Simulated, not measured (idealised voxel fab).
You're looking at the process module voxel capacitor over wiring.
Square cell edge 5 nm, section width 250 nm, ID cut.
Notation: cross-section as square-cell grid; stated in bands, top first, going down; one or more cell rows per band. Read a band's entry like this: the first values are the height of its top and the height of its bottom in nm, and what follows is the sequence of materials from left to right, each with its width in nm. Note that "blank" is empty space, and that a single material marked "edge to edge" reaches across the band from edge to edge. Height is counted from the level 0, under which the received wafer is composed throughout of one material. The lowest of the bands is not closed at the bottom but continues downward, in the notation "0 nm and below". Width "30->40": first value at the band's top row of cells, second value at its bottom row, equal change from row to row. "nothing was modified", as given for a step, is the statement that not any cell of the cross-section underwent a change during that step. "Cavities, closed" enumerates empty spaces isolated from the top, with no open way to it, that contain at least 8 cells, giving each as width x height at distance from the left edge, all three in nm. after a step's settings: what the simulator itself notes on the step. "overlay nm" denotes, for a step that has a mask, the displacement of the mask to the right of its planned place, with negative values corresponding to the left.

# Planned step list for the process
step 1: RECEIVE | material Si
step 2: CONFORMAL_DEP | material SiO2 | thk nm 10
step 3: DIRECTIONAL_DEP | material TiN | thk nm 5
step 4: DIRECTIONAL_DEP | material W | thk nm 15
step 5: DIRECTIONAL_DEP | material aC | thk nm 15
step 6: PATTERN | tone cover | mask id METAL_1 | material resist | width nm 20 | pitch nm 70 | thk nm 30 | overlay nm 0
step 7: DIRECTIONAL_ETCH | etch materials aC | depth nm 15
step 8: STRIP | etch materials resist
step 9: DIRECTIONAL_ETCH | etch materials W | depth nm 15
step 10: DIRECTIONAL_ETCH | etch materials TiN | depth nm 5
step 11: STRIP | etch materials aC
step 12: FILL_DEP | material lowk | thk nm 5
step 13: CMP | height nm 20
step 14: CONFORMAL_DEP | material SiCN | thk nm 5
step 15: DIRECTIONAL_DEP | material lowk | thk nm 10
step 16: DIRECTIONAL_DEP | material aC | thk nm 15
step 17: PATTERN | tone open | mask id PLUG_1 | material resist | width nm 15 | thk nm 35 | overlay nm 0
step 18: DIRECTIONAL_ETCH | etch materials aC | depth nm 15
step 19: STRIP | etch materials resist
step 20: DIRECTIONAL_ETCH | etch materials lowk | depth nm 10
step 21: DIRECTIONAL_ETCH | etch materials SiCN | depth nm 5
step 22: STRIP | etch materials aC
step 23: CONFORMAL_DEP | material TiN | thk nm 5
step 24: FILL_DEP | material Ru | thk nm 10
step 25: CMP | height nm 45
step 26: DIRECTIONAL_DEP | material TiN | thk nm 10
step 27: DIRECTIONAL_DEP | material Al2O3 | thk nm 5
step 28: DIRECTIONAL_DEP | material TiN | thk nm 5
step 29: PATTERN | tone cover | mask id UPPER_PLATE | material resist | width nm 55 | thk nm 20 | overlay nm 0
step 30: DIRECTIONAL_ETCH | etch materials TiN | depth nm 5
step 31: DIRECTIONAL_ETCH | etch materials Al2O3 | depth nm 5
step 32: STRIP | etch materials resist
step 33: PATTERN | tone cover | mask id LOWER_PLATE | material resist | width nm 65 | thk nm 20 | overlay nm 0
step 34: DIRECTIONAL_ETCH | etch materials TiN | depth nm 10
step 35: STRIP | etch materials resist
step 36: FILL_DEP | material SiO2 | thk nm 20
step 37: CMP | height nm 80
step 38: MASKED_ETCH | tone open | mask id PLUG_2 | width nm 15 | etch materials SiO2 | depth nm 15 | overlay nm 0
step 39: CONFORMAL_DEP | material TiN | thk nm 5
step 40: FILL_DEP | material W | thk nm 5
step 41: CMP | height nm 80
step 42: CONFORMAL_DEP | material SiCN | thk nm 5
It is noted that the wafers described herein are identical at the outset and are distinguished by the height nm of step 13; the value stated in the plan corresponds to the first wafer.

# Cross-section of the first incoming wafer of several, state after step 1
- 0 nm and below = Si edge to edge
- Cavities, closed: none

# Take a look at the first of several wafers in cross-section: the module is done, and step 42 was its last step
- 85 nm to 80 nm = SiCN edge to edge
- 80 nm to 70 nm = SiO2 (95)  TiN (5)  W (5)  TiN (5)  SiO2 (140)
- 70 nm to 60 nm = SiO2 (95->85)  TiN (15->55)  SiO2 (140->110)
- 60 nm to 55 nm = SiO2 (85)  Al2O3 (55)  SiO2 (110)
- 55 nm to 45 nm = SiO2 (80)  TiN (65)  SiO2 (105)
- 45 nm to 40 nm = Ru edge to edge
- 40 nm to 35 nm = TiN (90)  Ru (5)  TiN (155)
- 35 nm to 25 nm = lowk (85)  TiN (5)  Ru (5)  TiN (5)  lowk (150)
- 25 nm to 20 nm = SiCN (85)  TiN (15)  SiCN (150)
- 20 nm to 15 nm = lowk (80)  W (20)  lowk (50)  W (20)  lowk (80)
- 15 nm to 10 nm = lowk (80)  TiN (20)  lowk (50)  TiN (20)  lowk (80)
- 10 nm to 0 nm = SiO2 edge to edge
- 0 nm and below = Si edge to edge
- Cavities, closed: none

# Final wafer of several, shown in cross-section at the end of the module
- 85 nm to 80 nm = SiCN edge to edge
- 80 nm to 70 nm = SiO2 (95)  TiN (5)  W (5)  TiN (5)  SiO2 (140)
- 70 nm to 60 nm = SiO2 (95->85)  TiN (15->55)  SiO2 (140->110)
- 60 nm to 55 nm = SiO2 (85)  Al2O3 (55)  SiO2 (110)
- 55 nm to 45 nm = SiO2 (80)  TiN (65)  SiO2 (105)
- 45 nm to 40 nm = lowk (85)  TiN (5)  Ru (5)  TiN (5)  lowk (150)
- 40 nm to 35 nm = SiCN (85)  TiN (15)  SiCN (150)
- 35 nm to 30 nm = lowk edge to edge
- 30 nm to 15 nm = lowk (80)  W (20)  lowk (50)  W (20)  lowk (80)
- 15 nm to 10 nm = lowk (80)  TiN (20)  lowk (50)  TiN (20)  lowk (80)
- 10 nm to 0 nm = SiO2 edge to edge
- 0 nm and below = Si edge to edge
- Cavities, closed: none

# Tabulated below, wafer by wafer, are the end-of-module results: for each material, the number of cells gained (+) or lost (-) relative to the as-received state, followed by the closed voids
height nm 20, +11 Al2O3, +53 Ru, +97 SiCN, +393 SiO2, +108 TiN, +10 W, +178 lowk, Cavities, closed: none
height nm 25, +11 Al2O3, +3 Ru, +97 SiCN, +393 SiO2, +108 TiN, +18 W, +220 lowk, Cavities, closed: none
height nm 30, +11 Al2O3, +2 Ru, +97 SiCN, +393 SiO2, +59 TiN, +26 W, +262 lowk, Cavities, closed: none
height nm 35, +11 Al2O3, +1 Ru, +97 SiCN, +393 SiO2, +57 TiN, +26 W, +265 lowk, Cavities, closed: none
